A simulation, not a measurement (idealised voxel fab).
A process module follows: voxel self aligned vias.
Cross-sectional view cut (width: 150 nm; square cell size: 5 nm).
The cross-sections in this document take the form of a grid made of square cells. They are written out as bands, in order from top to bottom. Each band consists of one or more rows of cells. For a band, the entry starts with two heights in nm, that of the top and then that of the bottom, and carries on with the band's materials in order from left to right, each alongside its width in nm; the word "full width" beside a single material means it fills the band edge to edge, and "empty" means empty space. Zero point of the height axis is 0; under it, received wafer = one material. Lowest band: continues down indefinitely, "top 0, no bottom". Width spec "30 to 40" -> top row of cells at first value, bottom row at second value, equal per-row change in between. For the purposes of this document, the phrase "changes: none" attached to a step denotes that no cell within the cross-section was modified by that step. So "closed voids" is basically the list of trapped voids: any empty space of 8 cells or more that can't reach the top through an opening. They're written width x height at distance, the distance being from the left edge, and it's all nm. On a step's line, text after the settings is the simulator commenting on that step. "overlay nm" answers the question of how far to the right of plan the mask lay on a step that has a mask, and when it is negative the answer is to the left.

[Below is the list of planned process steps]
1. RECEIVE with material Si
2. CONFORMAL_DEP with material SiO2, thk nm 10
3. CONFORMAL_DEP with material SiCN, thk nm 5
4. DIRECTIONAL_DEP with material lowk, thk nm 20
5. DIRECTIONAL_DEP with material aC, thk nm 15
6. PATTERN with tone open, mask id LINES, material resist, width nm 30, pitch nm 65, thk nm 30, overlay nm 0
7. DIRECTIONAL_ETCH with etch materials aC, depth nm 15
8. STRIP with etch materials resist
9. DIRECTIONAL_ETCH with etch materials lowk, depth nm 20
10. STRIP with etch materials aC
11. CONFORMAL_DEP with material TiN, thk nm 5
12. FILL_DEP with material Ru, thk nm 10
13. CMP with height nm 35
14. SELECTIVE_ETCH with etch materials W Ru TiN, depth nm 10
15. FILL_DEP with material SiN, thk nm 10
16. CMP with height nm 35
17. DIRECTIONAL_DEP with material lowk, thk nm 20
18. PATTERN with tone open, mask id VIAS, material resist, width nm 40, thk nm 20, overlay nm 0
19. DIRECTIONAL_ETCH with etch materials lowk, depth nm 20
20. DIRECTIONAL_ETCH with etch materials SiN, depth nm 10
21. STRIP with etch materials resist
22. CONFORMAL_DEP with material TiN, thk nm 5
23. FILL_DEP with material Ru, thk nm 10
24. CMP with height nm 55
25. CONFORMAL_DEP with material SiN, thk nm 5

[Received-state cross-section, reflecting completion of step 1]
- top 0, no bottom  Si full width
- closed voids: none

[Run as planned - first of the two wafers cross-sectioned at the end of the module]
- top 60, bottom 55  SiN full width
- top 55, bottom 40  20 nm lowk; 5 nm TiN; 30 nm Ru; 5 nm TiN; 90 nm lowk
- top 40, bottom 35  20 nm lowk; 10 nm TiN; 20 nm Ru; 10 nm TiN; 90 nm lowk
- top 35, bottom 30  25 nm lowk; 5 nm TiN; 20 nm Ru; 5 nm TiN; 35 nm lowk; 30 nm SiN; 30 nm lowk
- top 30, bottom 25  25 nm lowk; 30 nm TiN; 35 nm lowk; 30 nm SiN; 30 nm lowk
- top 25, bottom 20  25 nm lowk; 5 nm TiN; 20 nm Ru; 5 nm TiN; 35 nm lowk; 5 nm TiN; 20 nm Ru; 5 nm TiN; 30 nm lowk
- top 20, bottom 15  25 nm lowk; 30 nm TiN; 35 nm lowk; 30 nm TiN; 30 nm lowk
- top 15, bottom 10  SiCN full width
- top 10, bottom 0  SiO2 full width
- top 0, no bottom  Si full width
- closed voids: none

[Second wafer through the module, sectioned at the end: same beginning and same plan as the first wafer, with one mistake in carrying it out]
- top 60, bottom 55  SiN full width
- top 55, bottom 35  20 nm lowk; 5 nm TiN; 30 nm Ru; 5 nm TiN; 90 nm lowk
- top 35, bottom 30  20 nm lowk; 5 nm TiN; 30 nm Ru; 5 nm TiN; 30 nm lowk; 30 nm SiN; 30 nm lowk
- top 30, bottom 25  20 nm lowk; 40 nm TiN; 30 nm lowk; 30 nm SiN; 30 nm lowk
- top 25, bottom 20  20 nm lowk; 10 nm TiN; 20 nm Ru; 10 nm TiN; 30 nm lowk; 5 nm TiN; 20 nm Ru; 5 nm TiN; 30 nm lowk
- top 20, bottom 15  20 nm lowk; 40 nm TiN; 30 nm lowk; 30 nm TiN; 30 nm lowk
- top 15, bottom 10  SiCN full width
- top 10, bottom 0  SiO2 full width
- top 0, no bottom  Si full width
- closed voids: none
Deviation noted in wafer processing: it should be noted that step 19 of the plan was executed twice
In the final state, the cell counts of the second wafer exceed or fall short of those of the first for the following materials: Ru: 4 more, TiN: 4 more, lowk: 8 fewer
